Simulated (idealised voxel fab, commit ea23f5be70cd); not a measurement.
This is a process module. Its name is voxel gate over fins.
250 nm wide, 5 nm square cells: that's cross-section cut.
How to read a cross-section here: the picture is a grid of square cells, written as bands going from the top down, and any band can span one or more rows of cells.
For a band, the entry starts with two heights in nm, that of the top and then that of the bottom, and carries on with the band's materials in order from left to right, each alongside its width in nm; the word "everywhere" beside a single material means it fills the band edge to edge, and "air" means empty space.
The level at which height equals 0 is the one under which the wafer, as it arrives, is entirely one material. No lower edge exists for the bottom band, which continues downward and is notated as in "0 and below".
A width given as "30 to 40" starts at the first number in the band's top row and ends at the second number in its bottom row, shifting by an equal amount at every step from row to row.
It should be understood that the words "left unchanged", when stated for a given step, signify that the cross-section underwent no change in any of its cells during that step.
Enclosed voids (no open way to top), threshold 8 cells or more, entry "Enclosed internal voids", notation width x height at distance, distance from left edge, nm.
Note: text after step settings on the step line = simulator remark on that step.
overlay nm, on a step with a mask: how far to the right of its planned place the mask lay; to the left if negative
Below is the list of planned process steps:
1,RECEIVE, material Si
2,CONFORMAL_DEP, material SiN, thk nm 10
3,PATTERN, tone cover, mask id FINS, material resist, width nm 15, pitch nm 35, thk nm 20, overlay nm 0
4,DIRECTIONAL_ETCH, etch materials SiN, depth nm 10
5,DIRECTIONAL_ETCH, etch materials Si, depth nm 35
6,STRIP, etch materials resist
7,FILL_DEP, material SiO2, thk nm 10
8,CMP, height nm 10
9,SELECTIVE_ETCH, etch materials SiO2, depth nm 25
10,STRIP, etch materials SiN
11,CONFORMAL_DEP, material HfO2, thk nm 5
12,CONFORMAL_DEP, material TiN, thk nm 5
13,CONFORMAL_DEP, material TiAl, thk nm 5
14,CONFORMAL_DEP, material TiN, thk nm 5
15,FILL_DEP, material W, thk nm 10
16,CMP, height nm 25
17,CONFORMAL_DEP, material SiN, thk nm 5
Shown in cross-section is the wafer as received, that is, as it stands after step 1:
    0 and below | Si everywhere
    Enclosed internal voids: none
The first of two wafers, cross-sectioned at the end of the module, with the run proceeding as planned:
    30 down to 25 | SiN everywhere
    25 down to 20 | W everywhere
    20 down to 15 | 80 W  90 TiN  80 W
    15 down to 10 | 80 W  5 TiN  80 TiAl  5 TiN  80 W
    10 down to 5 | 80 W  5 TiN  5 TiAl  70 TiN  5 TiAl  5 TiN  80 W
    5 down to 0 | 85 TiN  5 TiAl  5 TiN  25 HfO2  10 TiN  25 HfO2  5 TiN  5 TiAl  85 TiN
    0 down to -5 | 90 TiAl  5 TiN  5 HfO2  15 Si  5 HfO2  10 TiN  5 HfO2  15 Si  5 HfO2  5 TiN  90 TiAl
    -5 down to -10 | 95 TiN  5 HfO2  15 Si  5 HfO2  10 TiN  5 HfO2  15 Si  5 HfO2  95 TiN
    -10 down to -15 | 100 HfO2  15 Si  20 HfO2  15 Si  100 HfO2
    -15 down to -35 | 100 SiO2  15 Si  20 SiO2  15 Si  100 SiO2
    -35 and below | Si everywhere
    Enclosed internal voids: none
Module end: cross-section of wafer two of two. Same start and process plan as the first wafer. One mistake during execution:
    30 down to 25 | SiN everywhere
    25 down to 20 | W everywhere
    20 down to 15 | 80 W  90 TiN  80 W
    15 down to 10 | 80 W  5 TiN  80 TiAl  5 TiN  80 W
    10 down to 5 | 80 W  5 TiN  5 TiAl  70 TiN  5 TiAl  5 TiN  80 W
    5 down to 0 | 85 TiN  5 TiAl  5 TiN  25 HfO2  10 TiN  25 HfO2  5 TiN  5 TiAl  85 TiN
    0 down to -5 | 90 TiAl  5 TiN  5 HfO2  15 Si  5 HfO2  10 TiN  5 HfO2  15 Si  5 HfO2  5 TiN  90 TiAl
    -5 down to -10 | 95 TiN  5 HfO2  15 Si  5 HfO2  10 TiN  5 HfO2  15 Si  5 HfO2  95 TiN
    -10 down to -15 | 100 HfO2  15 Si  20 HfO2  15 Si  100 HfO2
    -15 down to -70 | 100 SiO2  15 Si  20 SiO2  15 Si  100 SiO2
    -70 and below | Si everywhere
    Enclosed internal voids: none
Against the plan, the run slipped here: step 5, plan: ran twice
Upon completion, the second wafer contains, in terms of cells, a greater or smaller amount of certain materials than the first wafer: -308 Si | +308 SiO2
